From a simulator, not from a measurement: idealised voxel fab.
The following process module bears the name voxel gate over fins.
For reference, the cross-section in this document is cut, with width 250 nm and square cells of 5 nm.
If you're reading a cross-section in this doc, picture square cells in a grid; it comes to you as bands, top ones listed first down to the bottom, and a band can be one or more rows of cells. Top, bottom (nm), then materials left to right with widths (nm); lone material tagged "edge to edge" fills the whole band edge to edge; "blank" = empty space. Measure heights from 0. That's the level where, below it, the as-received wafer is all one material. The lowest band is bottomless and extends downward; write it as in "0 -> down". Width "30 to 40": first value at the band's top row of cells, second value at its bottom row, equal change from row to row. "no alterations made" means the step left every cell of the cross-section as it was. The entry titled "Unvented cavities" provides the empty spaces that have no open way to the top, restricted to those of 8 cells or more. Each is presented as width x height at distance, the distance being measured from the left edge, with all three in nm. Formally, on a step line, whatever follows the settings is a remark that the simulator itself makes on the step. When a step includes a mask, the "overlay nm" setting on its line states how far to the right of its planned place that mask lay, and negative values state how far to the left.

Steps in the process plan
- 1: RECEIVE, material Si
- 2: CONFORMAL_DEP, material SiN, thk nm 5
- 3: PATTERN, tone cover, mask id FINS, material resist, width nm 15, pitch nm 35, thk nm 20, overlay nm 0
- 4: DIRECTIONAL_ETCH, etch materials SiN, depth nm 5
- 5: DIRECTIONAL_ETCH, etch materials Si, depth nm 30
- 6: STRIP, etch materials resist
- 7: FILL_DEP, material SiO2, thk nm 10
- 8: CMP, height nm 5
- 9: SELECTIVE_ETCH, etch materials SiO2, depth nm 15
- 10: STRIP, etch materials SiN
- 11: CONFORMAL_DEP, material HfO2, thk nm 5
- 12: CONFORMAL_DEP, material TiN, thk nm 5
- 13: FILL_DEP, material W, thk nm 15
- 14: CMP, height nm 20
- 15: CONFORMAL_DEP, material SiN, thk nm 5

As received, after step 1
0 -> down = Si edge to edge
Unvented cavities: none

End-of-module XS, first of two wafers, run as planned
25 -> 20 = SiN edge to edge
20 -> 10 = W edge to edge
10 -> 5 = W: 70, then TiN: 105, then W: 75
5 -> 0 = W: 70, then TiN: 5, then HfO2: 25, then TiN: 10, then HfO2: 25, then TiN: 10, then HfO2: 25, then TiN: 5, then W: 75
0 -> -5 = TiN: 75, then HfO2: 5, then Si: 15, then HfO2: 5, then TiN: 10, then HfO2: 5, then Si: 15, then HfO2: 5, then TiN: 10, then HfO2: 5, then Si: 15, then HfO2: 5, then TiN: 80
-5 -> -10 = HfO2: 80, then Si: 15, then HfO2: 20, then Si: 15, then HfO2: 20, then Si: 15, then HfO2: 85
-10 -> -30 = SiO2: 80, then Si: 15, then SiO2: 20, then Si: 15, then SiO2: 20, then Si: 15, then SiO2: 85
-30 -> down = Si edge to edge
Unvented cavities: none

Second wafer of the two, sectioned at the end of the module. It began like the first and followed the same plan, but one mistake was made while running it
25 -> 20 = SiN edge to edge
20 -> 10 = W edge to edge
10 -> 5 = W: 70, then TiN: 110, then W: 70
5 -> 0 = W: 70, then TiN: 5, then HfO2: 30, then TiN: 5, then HfO2: 30, then TiN: 5, then HfO2: 30, then TiN: 5, then W: 70
0 -> -5 = TiN: 75, then HfO2: 5, then Si: 20, then HfO2: 5, then TiN: 5, then HfO2: 5, then Si: 20, then HfO2: 5, then TiN: 5, then HfO2: 5, then Si: 20, then HfO2: 5, then TiN: 75
-5 -> -10 = HfO2: 80, then Si: 20, then HfO2: 15, then Si: 20, then HfO2: 15, then Si: 20, then HfO2: 80
-10 -> -30 = SiO2: 80, then Si: 20, then SiO2: 15, then Si: 20, then SiO2: 15, then Si: 20, then SiO2: 80
-30 -> down = Si edge to edge
Unvented cavities: none
Heads up, the wafer didn't run the way we planned it: step 3, actual vs plan mismatch, actual run PATTERN, tone cover, mask id FINS, material resist, width nm 20, pitch nm 35, thk nm 20, overlay nm 0
Materials where the second wafer ends with more or fewer cells than the first: Si: 18 more; SiO2: 12 fewer; TiN: 4 fewer; W: 2 fewer
